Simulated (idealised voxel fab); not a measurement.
process module | voxel spacer lines
Shown is cross-section cut, with a width of 230 nm and square cells of size 5 nm.
Think of the cross-section as a grid of square cells. We describe it in bands, top to bottom, and each band covers one or more rows of those cells. Basically the band line says how high the top is and how high the bottom is, in nm, and then what's in it from left to right, every material with its width in nm. Empty space shows up as "empty", and if a single material carries "all across" it runs the full band edge to edge. The reference from which all heights are counted is 0, the level beneath which the as-received wafer is entirely one material; the lowest band, having no lower bound, proceeds downward and is written after the example "0 down". Graded width ("30 to 40"): value in top row of band = first number; value in bottom row = second number; row-to-row change constant. "no change", as given for a step, is the statement that not any cell of the cross-section underwent a change during that step. "Cavities, sealed": sealed empty spaces, 8 cells or more, no open way to top, listed width x height at distance, with distance from the left edge and width, height and distance in nm. Whatever follows a step's settings on its line is a remark the simulator itself makes about that step. overlay nm: step with mask; distance mask lay right of planned place; negative value = left of planned place.

Steps in the process plan
1: op RECEIVE | material Si
2: op CONFORMAL_DEP | material Al2O3 | thk nm 5
3: op DIRECTIONAL_DEP | material SiN | thk nm 10
4: op DIRECTIONAL_DEP | material polySi | thk nm 25
5: op PATTERN | tone cover | mask id MANDREL | material resist | width nm 15 | pitch nm 60 | thk nm 35 | overlay nm 0
6: op DIRECTIONAL_ETCH | etch materials polySi | depth nm 25
7: op STRIP | etch materials resist
8: op CONFORMAL_DEP | material SiO2 | thk nm 15
9: op DIRECTIONAL_ETCH | etch materials SiO2 | depth nm 15
10: op STRIP | etch materials polySi
11: op DIRECTIONAL_ETCH | etch materials SiN | depth nm 10
12: op STRIP | etch materials SiO2

Incoming wafer in cross-section (state: after step 1)
  0 down  Si all across
  Cavities, sealed: none

Wafer cross-section at end of module: start and plan as shown above, one execution error
  15 to 5  empty 45 nm | SiN 15 nm | empty 45 nm | SiN 15 nm | empty 45 nm | SiN 15 nm | empty 50 nm
  5 to 0  Al2O3 all across
  0 down  Si all across
  Cavities, sealed: none
What broke from the plan during processing? step 5 ran as: op PATTERN | tone open | mask id MANDREL | material resist | width nm 15 | pitch nm 60 | thk nm 35 | overlay nm 0
